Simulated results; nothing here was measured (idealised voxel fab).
Proc. module: voxel trench capacitor
Cross-section cut spans 205 nm and uses square cells 5 nm in size.
Cross-section layout: square cells on a grid; listed as bands, top to bottom; a band spans one or more cell rows.
Heights first: top, then bottom, in nm. Then materials, left to right, each with a width in nm. "everywhere" on a single material: fills the band edge to edge. "empty": empty space.
A quick word on heights: they are counted from 0, and under that level the wafer as it came to us is one material throughout. The lowest band is different from the rest in having no bottom; it simply continues downward, written as in "0 and below".
When a width is written as two numbers, as in "30->40", the first number is the width in the top row of cells of the band and the second is the width in its bottom row, and the width changes by the same amount from each row to the next.
The cross-section has no changed cell in any step marked "identical to before".
The label "Closed-off voids" introduces a list of the empty spaces, 8 cells or larger, that have no open way up to the top; each entry in it reads width x height at distance, where the distance is taken from the left edge and all three are stated in nm.
What comes after the settings on a step's line is commentary from the simulator itself on that step.
The line of a step may include "overlay nm". On a step with a mask, this value is how far to the right of its planned place the mask lay. A negative value means the mask lay to the left.

The process steps that were planned are listed below
- 1: RECEIVE | material Si
- 2: CONFORMAL_DEP | material SiN | thk nm 10
- 3: MASKED_ETCH | tone open | mask id TRENCH | width nm 25 | pitch nm 45 | etch materials SiN | depth nm 10 | overlay nm 0
- 4: MASKED_ETCH | tone open | mask id TRENCH | width nm 25 | pitch nm 45 | etch materials Si | depth nm 25 | overlay nm 0
- 5: CONFORMAL_DEP | material Al2O3 | thk nm 5
- 6: FILL_DEP | material polySi | thk nm 5
- 7: CMP | height nm 10

Shown in cross-section is the wafer as received, that is, as it stands after step 1
0 and below: Si everywhere
Closed-off voids: none

End-of-module cross-section of the first of two wafers, processed as planned
10 down to 0: SiN: 65  Al2O3: 5  polySi: 15  Al2O3: 5  SiN: 20  Al2O3: 5  polySi: 15  Al2O3: 5  SiN: 70
0 down to -20: Si: 65  Al2O3: 5  polySi: 15  Al2O3: 5  Si: 20  Al2O3: 5  polySi: 15  Al2O3: 5  Si: 70
-20 down to -25: Si: 65  Al2O3: 25  Si: 20  Al2O3: 25  Si: 70
-25 and below: Si everywhere
Closed-off voids: none

What the second wafer looks like in cross-section once the module is done. Its start and its plan matched the first wafer's exactly; what differed was one mistake in how it was run
10 down to 0: SiN: 60  Al2O3: 5->10  polySi: 15->10  Al2O3: 5  SiN: 20  Al2O3: 5->10  polySi: 15->10  Al2O3: 5  SiN: 75
0 down to -20: Si: 65  Al2O3: 5  polySi: 10  Al2O3: 5  Si: 25  Al2O3: 5  polySi: 10  Al2O3: 5  Si: 75
-20 down to -25: Si: 65  Al2O3: 20  Si: 25  Al2O3: 20  Si: 75
-25 and below: Si everywhere
Closed-off voids: none
It is concluded that the wafer was processed incorrectly with respect to the plan, in that in deviation from the planned setting, step 3 was conducted as MASKED_ETCH | tone open | mask id TRENCH | width nm 25 | pitch nm 45 | etch materials SiN | depth nm 10 | overlay nm -5
Per the end-of-run cell counts, the second wafer holds more or fewer of some materials than the first: Si +10, polySi -10
